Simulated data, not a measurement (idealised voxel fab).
Proc. module: voxel gate over fins
Cross-section cut: width 260 nm, square cells of 5 nm.
Cross-section = grid of square cells, listed top down in bands; band = one or more rows.
First you get the band's top height and its bottom height, in nm, and then the materials it's made of, left to right, with each width in nm. If you see a single material with "everywhere", that one covers the band edge to edge. "blank" is empty space.
The level at which height equals 0 is the one under which the wafer, as it arrives, is entirely one material. No lower edge exists for the bottom band, which continues downward and is notated as in "top 0, no bottom".
The notation "30..40" denotes a width that varies across the rows of cells in the band, beginning at the first number in the top row, finishing at the second number in the bottom row, and changing by an identical amount from each row to the next.
For the purposes of this document, the phrase "stayed the same" attached to a step denotes that no cell within the cross-section was modified by that step.
Under "Unvented cavities" you'll find the enclosed gaps, the ones with no way out to the top, that are 8 cells or bigger; each reads width x height at distance, with distance counted from the left edge, everything in nm.
Formally, on a step line, whatever follows the settings is a remark that the simulator itself makes on the step.
overlay nm: on a step with a mask, how far right of its planned place the mask lay; negative means left.
Read the rest as pairs. Take the cross-section before one process step, then the cross-section after it, which shows only down to the lowest band that changed. Under the pair, find the step between them and its settings. Bear in mind that pairs may come from different runs of this module on the same starting wafer: link a pair to the pair above it only where its entry headed "Pre-step cross-section" says to.

# Pre-step cross-section
  top 0, no bottom = Si everywhere
  Unvented cavities: none

# Post-Process Section
  top 5, bottom 0 = SiN everywhere
  Beneath the level 0, the cross-section is identical to its previous state.
  Unvented cavities: none
The process step separating the two cross-sections depicted above is as follows: CONFORMAL_DEP: material SiN, thk nm 5

Pre-step cross-section: this step begins from the cross-section that the pair just above shows after its step.

# Post-Process Section
  top 25, bottom 5 = blank 60  resist 15  blank 45  resist 15  blank 45  resist 15  blank 65
  Beneath the level 5, the cross-section is identical to its previous state.
  Unvented cavities: none
The process step separating the two cross-sections depicted above is as follows: PATTERN: tone cover, mask id FINS, material resist, width nm 15, pitch nm 60, thk nm 20, overlay nm 0

Pre-step cross-section: this step begins from the cross-section that the pair just above shows after its step.

# Post-Process Section
  top 25, bottom 5 = blank 60  resist 15  blank 45  resist 15  blank 45  resist 15  blank 65
  top 5, bottom 0 = blank 60  SiN 15  blank 45  SiN 15  blank 45  SiN 15  blank 65
  Beneath the level 0, the cross-section is identical to its previous state.
  Unvented cavities: none
The process step separating the two cross-sections depicted above is as follows: DIRECTIONAL_ETCH: etch materials SiN, depth nm 5

Pre-step cross-section: this step begins from the cross-section that the pair just above shows after its step.

# Post-Process Section
  top 25, bottom 5 = blank 60  resist 15  blank 45  resist 15  blank 45  resist 15  blank 65
  top 5, bottom 0 = blank 60  SiN 15  blank 45  SiN 15  blank 45  SiN 15  blank 65
  top 0, bottom -40 = blank 60  Si 15  blank 45  Si 15  blank 45  Si 15  blank 65
  Beneath the level -40, the cross-section is identical to its previous state.
  Unvented cavities: none
The process step separating the two cross-sections depicted above is as follows: DIRECTIONAL_ETCH: etch materials Si, depth nm 40

Pre-step cross-section: this step begins from the cross-section that the pair just above shows after its step.

# Post-Process Section
  top 5, bottom 0 = blank 60  SiN 15  blank 45  SiN 15  blank 45  SiN 15  blank 65
  Beneath the level 0, the cross-section is identical to its previous state.
  Unvented cavities: none
The process step separating the two cross-sections depicted above is as follows: STRIP: etch materials resist

Pre-step cross-section: this step begins from the cross-section that the pair just above shows after its step.

# Post-Process Section
  top 5, bottom 0 = blank 60  SiN 15  blank 45  SiN 15  blank 45  SiN 15  blank 65
  top 0, bottom -40 = blank 60  SiO2 5  Si 5  SiO2 5  blank 45  SiO2 5  Si 5  SiO2 5  blank 45  SiO2 5  Si 5  SiO2 5  blank 65
  top -40, bottom -45 = SiO2 65  Si 5  SiO2 55  Si 5  SiO2 55  Si 5  SiO2 70
  Beneath the level -45, the cross-section is identical to its previous state.
  Unvented cavities: none
The process step separating the two cross-sections depicted above is as follows: OXIDIZE: depth nm 5

Pre-step cross-section: this step begins from the cross-section that the pair just above shows after its step.

# Post-Process Section
  top 15, bottom 5 = SiO2 everywhere
  top 5, bottom 0 = SiO2 60  SiN 15  SiO2 45  SiN 15  SiO2 45  SiN 15  SiO2 65
  top 0, bottom -45 = SiO2 65  Si 5  SiO2 55  Si 5  SiO2 55  Si 5  SiO2 70
  Beneath the level -45, the cross-section is identical to its previous state.
  Unvented cavities: none
The process step separating the two cross-sections depicted above is as follows: FILL_DEP: material SiO2, thk nm 10

Pre-step cross-section: this step begins from the cross-section that the pair just above shows after its step.

# Post-Process Section
  top 5, bottom 0 = SiO2 60  SiN 15  SiO2 45  SiN 15  SiO2 45  SiN 15  SiO2 65
  Beneath the level 0, the cross-section is identical to its previous state.
  Unvented cavities: none
The process step separating the two cross-sections depicted above is as follows: CMP: height nm 5

Pre-step cross-section: this step begins from the cross-section that the pair just above shows after its step.

# Post-Process Section
  top 20, bottom 5 = resist 90  blank 15  resist 155
  Beneath the level 5, the cross-section is identical to its previous state.
  Unvented cavities: none
The process step separating the two cross-sections depicted above is as follows: PATTERN: tone open, mask id RAIL, material resist, width nm 15, thk nm 15, overlay nm 0

Pre-step cross-section: this step begins from the cross-section that the pair just above shows after its step.

# Post-Process Section
  top 20, bottom 5 = resist 90  blank 15  resist 155
  top 5, bottom 0 = SiO2 60  SiN 15  SiO2 15  blank 15  SiO2 15  SiN 15  SiO2 45  SiN 15  SiO2 65
  top 0, bottom -35 = SiO2 65  Si 5  SiO2 20  blank 15  SiO2 20  Si 5  SiO2 55  Si 5  SiO2 70
  Beneath the level -35, the cross-section is identical to its previous state.
  Unvented cavities: none
The process step separating the two cross-sections depicted above is as follows: DIRECTIONAL_ETCH: etch materials SiO2, depth nm 40

Pre-step cross-section: this step begins from the cross-section that the pair just above shows after its step.

# Post-Process Section
  top 5, bottom 0 = SiO2 60  SiN 15  SiO2 15  blank 15  SiO2 15  SiN 15  SiO2 45  SiN 15  SiO2 65
  Beneath the level 0, the cross-section is identical to its previous state.
  Unvented cavities: none
The process step separating the two cross-sections depicted above is as follows: STRIP: etch materials resist

Pre-step cross-section: this step begins from the cross-section that the pair just above shows after its step.

# Post-Process Section
  top 10, bottom 5 = TiN 95  blank 5  TiN 160
  top 5, bottom 0 = SiO2 60  SiN 15  SiO2 15  TiN 5  blank 5  TiN 5  SiO2 15  SiN 15  SiO2 45  SiN 15  SiO2 65
  top 0, bottom -30 = SiO2 65  Si 5  SiO2 20  TiN 5  blank 5  TiN 5  SiO2 20  Si 5  SiO2 55  Si 5  SiO2 70
  top -30, bottom -35 = SiO2 65  Si 5  SiO2 20  TiN 15  SiO2 20  Si 5  SiO2 55  Si 5  SiO2 70
  Beneath the level -35, the cross-section is identical to its previous state.
  Unvented cavities: none
The process step separating the two cross-sections depicted above is as follows: CONFORMAL_DEP: material TiN, thk nm 5

Pre-step cross-section: this step begins from the cross-section that the pair just above shows after its step.

# Post-Process Section
  top 15, bottom 10 = Ru everywhere
  top 10, bottom 5 = TiN 95  Ru 5  TiN 160
  top 5, bottom 0 = SiO2 60  SiN 15  SiO2 15  TiN 5  Ru 5  TiN 5  SiO2 15  SiN 15  SiO2 45  SiN 15  SiO2 65
  top 0, bottom -30 = SiO2 65  Si 5  SiO2 20  TiN 5  Ru 5  TiN 5  SiO2 20  Si 5  SiO2 55  Si 5  SiO2 70
  Beneath the level -30, the cross-section is identical to its previous state.
  Unvented cavities: none
The process step separating the two cross-sections depicted above is as follows: FILL_DEP: material Ru, thk nm 5

Pre-step cross-section: this step begins from the cross-section that the pair just above shows after its step.

# Post-Process Section
  top 5, bottom 0 = SiO2 60  SiN 15  SiO2 15  TiN 5  Ru 5  TiN 5  SiO2 15  SiN 15  SiO2 45  SiN 15  SiO2 65
  Beneath the level 0, the cross-section is identical to its previous state.
  Unvented cavities: none
The process step separating the two cross-sections depicted above is as follows: CMP: height nm 5

Pre-step cross-section: this step begins from the cross-section that the pair just above shows after its step.

# Post-Process Section
  top 5, bottom 0 = SiO2 60  SiN 15  SiO2 15  blank 15  SiO2 15  SiN 15  SiO2 45  SiN 15  SiO2 65
  top 0, bottom -25 = SiO2 65  Si 5  SiO2 20  blank 15  SiO2 20  Si 5  SiO2 55  Si 5  SiO2 70
  Beneath the level -25, the cross-section is identical to its previous state.
  Unvented cavities: none
The process step separating the two cross-sections depicted above is as follows: SELECTIVE_ETCH: etch materials W Ru TiN, depth nm 30

Pre-step cross-section: this step begins from the cross-section that the pair just above shows after its step.

# Post-Process Section
  top 10, bottom 5 = SiO2 everywhere
  top 5, bottom 0 = SiO2 60  SiN 15  SiO2 45  SiN 15  SiO2 45  SiN 15  SiO2 65
  top 0, bottom -25 = SiO2 65  Si 5  SiO2 55  Si 5  SiO2 55  Si 5  SiO2 70
  Beneath the level -25, the cross-section is identical to its previous state.
  Unvented cavities: none
The process step separating the two cross-sections depicted above is as follows: FILL_DEP: material SiO2, thk nm 5

Pre-step cross-section: this step begins from the cross-section that the pair just above shows after its step.

# Post-Process Section
  top 5, bottom 0 = SiO2 60  SiN 15  SiO2 45  SiN 15  SiO2 45  SiN 15  SiO2 65
  Beneath the level 0, the cross-section is identical to its previous state.
  Unvented cavities: none
The process step separating the two cross-sections depicted above is as follows: CMP: height nm 5

Pre-step cross-section: this step begins from the cross-section that the pair just above shows after its step.

# Post-Process Section
  top 5, bottom 0 = blank 60  SiN 15  blank 45  SiN 15  blank 45  SiN 15  blank 65
  top 0, bottom -15 = blank 65  Si 5  blank 55  Si 5  blank 55  Si 5  blank 70
  Beneath the level -15, the cross-section is identical to its previous state.
  Unvented cavities: none
The process step separating the two cross-sections depicted above is as follows: SELECTIVE_ETCH: etch materials SiO2, depth nm 20

Pre-step cross-section: this step begins from the cross-section that the pair just above shows after its step.

# Post-Process Section
  top 0, bottom -15 = blank 65  Si 5  blank 55  Si 5  blank 55  Si 5  blank 70
  Beneath the level -15, the cross-section is identical to its previous state.
  Unvented cavities: none
The process step separating the two cross-sections depicted above is as follows: STRIP: etch materials SiN

Pre-step cross-section: this step begins from the cross-section that the pair just above shows after its step.

# Post-Process Section
  top 5, bottom 0 = blank 60  HfO2 15  blank 45  HfO2 15  blank 45  HfO2 15  blank 65
  top 0, bottom -10 = blank 60  HfO2 5  Si 5  HfO2 5  blank 45  HfO2 5  Si 5  HfO2 5  blank 45  HfO2 5  Si 5  HfO2 5  blank 65
  top -10, bottom -15 = HfO2 65  Si 5  HfO2 55  Si 5  HfO2 55  Si 5  HfO2 70
  Beneath the level -15, the cross-section is identical to its previous state.
  Unvented cavities: none
The process step separating the two cross-sections depicted above is as follows: CONFORMAL_DEP: material HfO2, thk nm 5

Pre-step cross-section: this step begins from the cross-section that the pair just above shows after its step.

# Post-Process Section
  top 10, bottom 5 = blank 55  TiN 25  blank 35  TiN 25  blank 35  TiN 25  blank 60
  top 5, bottom 0 = blank 55  TiN 5  HfO2 15  TiN 5  blank 35  TiN 5  HfO2 15  TiN 5  blank 35  TiN 5  HfO2 15  TiN 5  blank 60
  top 0, bottom -5 = blank 55  TiN 5  HfO2 5  Si 5  HfO2 5  TiN 5  blank 35  TiN 5  HfO2 5  Si 5  HfO2 5  TiN 5  blank 35  TiN 5  HfO2 5  Si 5  HfO2 5  TiN 5  blank 60
  top -5, bottom -10 = TiN 60  HfO2 5  Si 5  HfO2 5  TiN 45  HfO2 5  Si 5  HfO2 5  TiN 45  HfO2 5  Si 5  HfO2 5  TiN 65
  Beneath the level -10, the cross-section is identical to its previous state.
  Unvented cavities: none
The process step separating the two cross-sections depicted above is as follows: CONFORMAL_DEP: material TiN, thk nm 5

Pre-step cross-section: this step begins from the cross-section that the pair just above shows after its step.

# Post-Process Section
  top 15, bottom 10 = blank 50  TiAl 35  blank 25  TiAl 35  blank 25  TiAl 35  blank 55
  top 10, bottom 5 = blank 50  TiAl 5  TiN 25  TiAl 5  blank 25  TiAl 5  TiN 25  TiAl 5  blank 25  TiAl 5  TiN 25  TiAl 5  blank 55
  top 5, bottom 0 = blank 50  TiAl 5  TiN 5  HfO2 15  TiN 5  TiAl 5  blank 25  TiAl 5  TiN 5  HfO2 15  TiN 5  TiAl 5  blank 25  TiAl 5  TiN 5  HfO2 15  TiN 5  TiAl 5  blank 55
  top 0, bottom -5 = TiAl 55  TiN 5  HfO2 5  Si 5  HfO2 5  TiN 5  TiAl 35  TiN 5  HfO2 5  Si 5  HfO2 5  TiN 5  TiAl 35  TiN 5  HfO2 5  Si 5  HfO2 5  TiN 5  TiAl 60
  Beneath the level -5, the cross-section is identical to its previous state.
  Unvented cavities: none
The process step separating the two cross-sections depicted above is as follows: CONFORMAL_DEP: material TiAl, thk nm 5

Pre-step cross-section: this step begins from the cross-section that the pair just above shows after its step.

# Post-Process Section
  top 20, bottom 15 = blank 45  TiN 45  blank 15  TiN 45  blank 15  TiN 45  blank 50
  top 15, bottom 10 = blank 45  TiN 5  TiAl 35  TiN 5  blank 15  TiN 5  TiAl 35  TiN 5  blank 15  TiN 5  TiAl 35  TiN 5  blank 50
  top 10, bottom 5 = blank 45  TiN 5  TiAl 5  TiN 25  TiAl 5  TiN 5  blank 15  TiN 5  TiAl 5  TiN 25  TiAl 5  TiN 5  blank 15  TiN 5  TiAl 5  TiN 25  TiAl 5  TiN 5  blank 50
  top 5, bottom 0 = TiN 50  TiAl 5  TiN 5  HfO2 15  TiN 5  TiAl 5  TiN 25  TiAl 5  TiN 5  HfO2 15  TiN 5  TiAl 5  TiN 25  TiAl 5  TiN 5  HfO2 15  TiN 5  TiAl 5  TiN 55
  Beneath the level 0, the cross-section is identical to its previous state.
  Unvented cavities: none
The process step separating the two cross-sections depicted above is as follows: CONFORMAL_DEP: material TiN, thk nm 5

Pre-step cross-section: this step begins from the cross-section that the pair just above shows after its step.

# Post-Process Section
  top 35, bottom 20 = W everywhere
  top 20, bottom 15 = W 45  TiN 45  W 15  TiN 45  W 15  TiN 45  W 50
  top 15, bottom 10 = W 45  TiN 5  TiAl 35  TiN 5  W 15  TiN 5  TiAl 35  TiN 5  W 15  TiN 5  TiAl 35  TiN 5  W 50
  top 10, bottom 5 = W 45  TiN 5  TiAl 5  TiN 25  TiAl 5  TiN 5  W 15  TiN 5  TiAl 5  TiN 25  TiAl 5  TiN 5  W 15  TiN 5  TiAl 5  TiN 25  TiAl 5  TiN 5  W 50
  Beneath the level 5, the cross-section is identical to its previous state.
  Unvented cavities: none
The process step separating the two cross-sections depicted above is as follows: FILL_DEP: material W, thk nm 15

Pre-step cross-section: this step begins from the cross-section that the pair just above shows after its step.

# Post-Process Section
  top 30, bottom 20 = W everywhere
  Beneath the level 20, the cross-section is identical to its previous state.
  Unvented cavities: none
The process step separating the two cross-sections depicted above is as follows: CMP: height nm 30

Pre-step cross-section: this step begins from the cross-section that the pair just above shows after its step.

# Post-Process Section
  top 40, bottom 30 = SiCN everywhere
  Beneath the level 30, the cross-section is identical to its previous state.
  Unvented cavities: none
The process step separating the two cross-sections depicted above is as follows: CONFORMAL_DEP: material SiCN, thk nm 10

# Pre-step cross-section
  top 10, bottom 5 = blank 55  TiN 25  blank 35  TiN 25  blank 35  TiN 25  blank 60
  top 5, bottom 0 = blank 55  TiN 5  HfO2 15  TiN 5  blank 35  TiN 5  HfO2 15  TiN 5  blank 35  TiN 5  HfO2 15  TiN 5  blank 60
  top 0, bottom -5 = blank 55  TiN 5  HfO2 5  Si 5  HfO2 5  TiN 5  blank 35  TiN 5  HfO2 5  Si 5  HfO2 5  TiN 5  blank 35  TiN 5  HfO2 5  Si 5  HfO2 5  TiN 5  blank 60
  top -5, bottom -10 = TiN 60  HfO2 5  Si 5  HfO2 5  TiN 45  HfO2 5  Si 5  HfO2 5  TiN 45  HfO2 5  Si 5  HfO2 5  TiN 65
  top -10, bottom -15 = HfO2 65  Si 5  HfO2 55  Si 5  HfO2 55  Si 5  HfO2 70
  top -15, bottom -25 = SiO2 65  Si 5  SiO2 55  Si 5  SiO2 55  Si 5  SiO2 70
  top -25, bottom -30 = SiO2 65  Si 5  SiO2 20  TiN 5  Ru 5  TiN 5  SiO2 20  Si 5  SiO2 55  Si 5  SiO2 70
  top -30, bottom -35 = SiO2 65  Si 5  SiO2 20  TiN 15  SiO2 20  Si 5  SiO2 55  Si 5  SiO2 70
  top -35, bottom -45 = SiO2 65  Si 5  SiO2 55  Si 5  SiO2 55  Si 5  SiO2 70
  top -45, no bottom = Si everywhere
  Unvented cavities: none

# Post-Process Section
  top 15, bottom 5 = blank 50  TiN 35  blank 25  TiN 35  blank 25  TiN 35  blank 55
  top 5, bottom 0 = blank 50  TiN 10  HfO2 15  TiN 10  blank 25  TiN 10  HfO2 15  TiN 10  blank 25  TiN 10  HfO2 15  TiN 10  blank 55
  top 0, bottom -10 = TiN 60  HfO2 5  Si 5  HfO2 5  TiN 45  HfO2 5  Si 5  HfO2 5  TiN 45  HfO2 5  Si 5  HfO2 5  TiN 65
  Beneath the level -10, the cross-section is identical to its previous state.
  Unvented cavities: none
The process step separating the two cross-sections depicted above is as follows: CONFORMAL_DEP: material TiN, thk nm 5

Pre-step cross-section: this step begins from the cross-section that the pair just above shows after its step.

# Post-Process Section
  top 30, bottom 15 = W everywhere
  top 15, bottom 5 = W 50  TiN 35  W 25  TiN 35  W 25  TiN 35  W 55
  top 5, bottom 0 = W 50  TiN 10  HfO2 15  TiN 10  W 25  TiN 10  HfO2 15  TiN 10  W 25  TiN 10  HfO2 15  TiN 10  W 55
  Beneath the level 0, the cross-section is identical to its previous state.
  Unvented cavities: none
The process step separating the two cross-sections depicted above is as follows: FILL_DEP: material W, thk nm 15

Pre-step cross-section: this step begins from the cross-section that the pair just above shows after its step.

# Post-Process Section
  top 40, bottom 30 = SiCN everywhere
  Beneath the level 30, the cross-section is identical to its previous state.
  Unvented cavities: none
The process step separating the two cross-sections depicted above is as follows: CONFORMAL_DEP: material SiCN, thk nm 10

# Pre-step cross-section
  top 5, bottom 0 = blank 60  SiN 15  blank 45  SiN 15  blank 45  SiN 15  blank 65
  top 0, bottom -15 = blank 65  Si 5  blank 55  Si 5  blank 55  Si 5  blank 70
  top -15, bottom -25 = SiO2 65  Si 5  SiO2 55  Si 5  SiO2 55  Si 5  SiO2 70
  top -25, bottom -30 = SiO2 65  Si 5  SiO2 20  TiN 5  Ru 5  TiN 5  SiO2 20  Si 5  SiO2 55  Si 5  SiO2 70
  top -30, bottom -35 = SiO2 65  Si 5  SiO2 20  TiN 15  SiO2 20  Si 5  SiO2 55  Si 5  SiO2 70
  top -35, bottom -45 = SiO2 65  Si 5  SiO2 55  Si 5  SiO2 55  Si 5  SiO2 70
  top -45, no bottom = Si everywhere
  Unvented cavities: none

# Post-Process Section
  top 5, bottom 0 = blank 60  SiN 15  blank 45  SiN 15  blank 45  SiN 15  blank 65
  top 0, bottom -25 = blank 65  Si 5  blank 55  Si 5  blank 55  Si 5  blank 70
  top -25, bottom -30 = blank 65  Si 5  blank 20  TiN 5  Ru 5  TiN 5  blank 20  Si 5  blank 55  Si 5  blank 70
  top -30, bottom -35 = blank 65  Si 5  blank 20  TiN 15  blank 20  Si 5  blank 55  Si 5  blank 70
  Beneath the level -35, the cross-section is identical to its previous state.
  Unvented cavities: none
The process step separating the two cross-sections depicted above is as follows: SELECTIVE_ETCH: etch materials SiO2, depth nm 20

Pre-step cross-section: this step begins from the cross-section that the pair just above shows after its step.

# Post-Process Section
  top 0, bottom -25 = blank 65  Si 5  blank 55  Si 5  blank 55  Si 5  blank 70
  Beneath the level -25, the cross-section is identical to its previous state.
  Unvented cavities: none
The process step separating the two cross-sections depicted above is as follows: STRIP: etch materials SiN

Pre-step cross-section: this step begins from the cross-section that the pair just above shows after its step.

# Post-Process Section
  top 5, bottom 0 = blank 60  HfO2 15  blank 45  HfO2 15  blank 45  HfO2 15  blank 65
  top 0, bottom -20 = blank 60  HfO2 5  Si 5  HfO2 5  blank 45  HfO2 5  Si 5  HfO2 5  blank 45  HfO2 5  Si 5  HfO2 5  blank 65
  top -20, bottom -25 = blank 60  HfO2 5  Si 5  HfO2 5  blank 10  HfO2 25  blank 10  HfO2 5  Si 5  HfO2 5  blank 45  HfO2 5  Si 5  HfO2 5  blank 65
  top -25, bottom -30 = blank 60  HfO2 5  Si 5  HfO2 5  blank 10  HfO2 5  TiN 5  Ru 5  TiN 5  HfO2 5  blank 10  HfO2 5  Si 5  HfO2 5  blank 45  HfO2 5  Si 5  HfO2 5  blank 65
  top -30, bottom -35 = HfO2 65  Si 5  HfO2 20  TiN 15  HfO2 20  Si 5  HfO2 55  Si 5  HfO2 70
  Beneath the level -35, the cross-section is identical to its previous state.
  Unvented cavities: none
The process step separating the two cross-sections depicted above is as follows: CONFORMAL_DEP: material HfO2, thk nm 5

Pre-step cross-section: this step begins from the cross-section that the pair just above shows after its step.

# Post-Process Section
  top 10, bottom 5 = blank 55  TiN 25  blank 35  TiN 25  blank 35  TiN 25  blank 60
  top 5, bottom 0 = blank 55  TiN 5  HfO2 15  TiN 5  blank 35  TiN 5  HfO2 15  TiN 5  blank 35  TiN 5  HfO2 15  TiN 5  blank 60
  top 0, bottom -15 = blank 55  TiN 5  HfO2 5  Si 5  HfO2 5  TiN 5  blank 35  TiN 5  HfO2 5  Si 5  HfO2 5  TiN 5  blank 35  TiN 5  HfO2 5  Si 5  HfO2 5  TiN 5  blank 60
  top -15, bottom -20 = blank 55  TiN 5  HfO2 5  Si 5  HfO2 5  TiN 45  HfO2 5  Si 5  HfO2 5  TiN 5  blank 35  TiN 5  HfO2 5  Si 5  HfO2 5  TiN 5  blank 60
  top -20, bottom -25 = blank 55  TiN 5  HfO2 5  Si 5  HfO2 5  TiN 10  HfO2 25  TiN 10  HfO2 5  Si 5  HfO2 5  TiN 5  blank 35  TiN 5  HfO2 5  Si 5  HfO2 5  TiN 5  blank 60
  top -25, bottom -30 = TiN 60  HfO2 5  Si 5  HfO2 5  TiN 10  HfO2 5  TiN 5  Ru 5  TiN 5  HfO2 5  TiN 10  HfO2 5  Si 5  HfO2 5  TiN 45  HfO2 5  Si 5  HfO2 5  TiN 65
  Beneath the level -30, the cross-section is identical to its previous state.
  Unvented cavities: none
The process step separating the two cross-sections depicted above is as follows: CONFORMAL_DEP: material TiN, thk nm 5

Pre-step cross-section: this step begins from the cross-section that the pair just above shows after its step.

# Post-Process Section
  top 15, bottom 10 = blank 50  TiAl 35  blank 25  TiAl 35  blank 25  TiAl 35  blank 55
  top 10, bottom 5 = blank 50  TiAl 5  TiN 25  TiAl 5  blank 25  TiAl 5  TiN 25  TiAl 5  blank 25  TiAl 5  TiN 25  TiAl 5  blank 55
  top 5, bottom 0 = blank 50  TiAl 5  TiN 5  HfO2 15  TiN 5  TiAl 5  blank 25  TiAl 5  TiN 5  HfO2 15  TiN 5  TiAl 5  blank 25  TiAl 5  TiN 5  HfO2 15  TiN 5  TiAl 5  blank 55
  top 0, bottom -10 = blank 50  TiAl 5  TiN 5  HfO2 5  Si 5  HfO2 5  TiN 5  TiAl 5  blank 25  TiAl 5  TiN 5  HfO2 5  Si 5  HfO2 5  TiN 5  TiAl 5  blank 25  TiAl 5  TiN 5  HfO2 5  Si 5  HfO2 5  TiN 5  TiAl 5  blank 55
  top -10, bottom -15 = blank 50  TiAl 5  TiN 5  HfO2 5  Si 5  HfO2 5  TiN 5  TiAl 35  TiN 5  HfO2 5  Si 5  HfO2 5  TiN 5  TiAl 5  blank 25  TiAl 5  TiN 5  HfO2 5  Si 5  HfO2 5  TiN 5  TiAl 5  blank 55
  top -15, bottom -20 = blank 50  TiAl 5  TiN 5  HfO2 5  Si 5  HfO2 5  TiN 45  HfO2 5  Si 5  HfO2 5  TiN 5  TiAl 5  blank 25  TiAl 5  TiN 5  HfO2 5  Si 5  HfO2 5  TiN 5  TiAl 5  blank 55
  top -20, bottom -25 = TiAl 55  TiN 5  HfO2 5  Si 5  HfO2 5  TiN 10  HfO2 25  TiN 10  HfO2 5  Si 5  HfO2 5  TiN 5  TiAl 35  TiN 5  HfO2 5  Si 5  HfO2 5  TiN 5  TiAl 60
  Beneath the level -25, the cross-section is identical to its previous state.
  Unvented cavities: none
The process step separating the two cross-sections depicted above is as follows: CONFORMAL_DEP: material TiAl, thk nm 5

Pre-step cross-section: this step begins from the cross-section that the pair just above shows after its step.

# Post-Process Section
  top 20, bottom 15 = blank 45  TiN 45  blank 15  TiN 45  blank 15  TiN 45  blank 50
  top 15, bottom 10 = blank 45  TiN 5  TiAl 35  TiN 5  blank 15  TiN 5  TiAl 35  TiN 5  blank 15  TiN 5  TiAl 35  TiN 5  blank 50
  top 10, bottom 5 = blank 45  TiN 5  TiAl 5  TiN 25  TiAl 5  TiN 5  blank 15  TiN 5  TiAl 5  TiN 25  TiAl 5  TiN 5  blank 15  TiN 5  TiAl 5  TiN 25  TiAl 5  TiN 5  blank 50
  top 5, bottom 0 = blank 45  TiN 5  TiAl 5  TiN 5  HfO2 15  TiN 5  TiAl 5  TiN 5  blank 15  TiN 5  TiAl 5  TiN 5  HfO2 15  TiN 5  TiAl 5  TiN 5  blank 15  TiN 5  TiAl 5  TiN 5  HfO2 15  TiN 5  TiAl 5  TiN 5  blank 50
  top 0, bottom -5 = blank 45  TiN 5  TiAl 5  TiN 5  HfO2 5  Si 5  HfO2 5  TiN 5  TiAl 5  TiN 5  blank 15  TiN 5  TiAl 5  TiN 5  HfO2 5  Si 5  HfO2 5  TiN 5  TiAl 5  TiN 5  blank 15  TiN 5  TiAl 5  TiN 5  HfO2 5  Si 5  HfO2 5  TiN 5  TiAl 5  TiN 5  blank 50
  top -5, bottom -10 = blank 45  TiN 5  TiAl 5  TiN 5  HfO2 5  Si 5  HfO2 5  TiN 5  TiAl 5  TiN 25  TiAl 5  TiN 5  HfO2 5  Si 5  HfO2 5  TiN 5  TiAl 5  TiN 5  blank 15  TiN 5  TiAl 5  TiN 5  HfO2 5  Si 5  HfO2 5  TiN 5  TiAl 5  TiN 5  blank 50
  top -10, bottom -15 = blank 45  TiN 5  TiAl 5  TiN 5  HfO2 5  Si 5  HfO2 5  TiN 5  TiAl 35  TiN 5  HfO2 5  Si 5  HfO2 5  TiN 5  TiAl 5  TiN 5  blank 15  TiN 5  TiAl 5  TiN 5  HfO2 5  Si 5  HfO2 5  TiN 5  TiAl 5  TiN 5  blank 50
  top -15, bottom -20 = TiN 50  TiAl 5  TiN 5  HfO2 5  Si 5  HfO2 5  TiN 45  HfO2 5  Si 5  HfO2 5  TiN 5  TiAl 5  TiN 25  TiAl 5  TiN 5  HfO2 5  Si 5  HfO2 5  TiN 5  TiAl 5  TiN 55
  Beneath the level -20, the cross-section is identical to its previous state.
  Unvented cavities: none
The process step separating the two cross-sections depicted above is as follows: CONFORMAL_DEP: material TiN, thk nm 5

Pre-step cross-section: this step begins from the cross-section that the pair just above shows after its step.

# Post-Process Section
  top 35, bottom 20 = W everywhere
  top 20, bottom 15 = W 45  TiN 45  W 15  TiN 45  W 15  TiN 45  W 50
  top 15, bottom 10 = W 45  TiN 5  TiAl 35  TiN 5  W 15  TiN 5  TiAl 35  TiN 5  W 15  TiN 5  TiAl 35  TiN 5  W 50
  top 10, bottom 5 = W 45  TiN 5  TiAl 5  TiN 25  TiAl 5  TiN 5  W 15  TiN 5  TiAl 5  TiN 25  TiAl 5  TiN 5  W 15  TiN 5  TiAl 5  TiN 25  TiAl 5  TiN 5  W 50
  top 5, bottom 0 = W 45  TiN 5  TiAl 5  TiN 5  HfO2 15  TiN 5  TiAl 5  TiN 5  W 15  TiN 5  TiAl 5  TiN 5  HfO2 15  TiN 5  TiAl 5  TiN 5  W 15  TiN 5  TiAl 5  TiN 5  HfO2 15  TiN 5  TiAl 5  TiN 5  W 50
  top 0, bottom -5 = W 45  TiN 5  TiAl 5  TiN 5  HfO2 5  Si 5  HfO2 5  TiN 5  TiAl 5  TiN 5  W 15  TiN 5  TiAl 5  TiN 5  HfO2 5  Si 5  HfO2 5  TiN 5  TiAl 5  TiN 5  W 15  TiN 5  TiAl 5  TiN 5  HfO2 5  Si 5  HfO2 5  TiN 5  TiAl 5  TiN 5  W 50
  top -5, bottom -10 = W 45  TiN 5  TiAl 5  TiN 5  HfO2 5  Si 5  HfO2 5  TiN 5  TiAl 5  TiN 25  TiAl 5  TiN 5  HfO2 5  Si 5  HfO2 5  TiN 5  TiAl 5  TiN 5  W 15  TiN 5  TiAl 5  TiN 5  HfO2 5  Si 5  HfO2 5  TiN 5  TiAl 5  TiN 5  W 50
  top -10, bottom -15 = W 45  TiN 5  TiAl 5  TiN 5  HfO2 5  Si 5  HfO2 5  TiN 5  TiAl 35  TiN 5  HfO2 5  Si 5  HfO2 5  TiN 5  TiAl 5  TiN 5  W 15  TiN 5  TiAl 5  TiN 5  HfO2 5  Si 5  HfO2 5  TiN 5  TiAl 5  TiN 5  W 50
  Beneath the level -15, the cross-section is identical to its previous state.
  Unvented cavities: none
The process step separating the two cross-sections depicted above is as follows: FILL_DEP: material W, thk nm 15

Pre-step cross-section: this step begins from the cross-section that the pair just above shows after its step.

# Post-Process Section
  top 30, bottom 20 = W everywhere
  Beneath the level 20, the cross-section is identical to its previous state.
  Unvented cavities: none
The process step separating the two cross-sections depicted above is as follows: CMP: height nm 30

Pre-step cross-section: this step begins from the cross-section that the pair just above shows after its step.

# Post-Process Section
  top 40, bottom 30 = SiCN everywhere
  Beneath the level 30, the cross-section is identical to its previous state.
  Unvented cavities: none
The process step separating the two cross-sections depicted above is as follows: CONFORMAL_DEP: material SiCN, thk nm 10
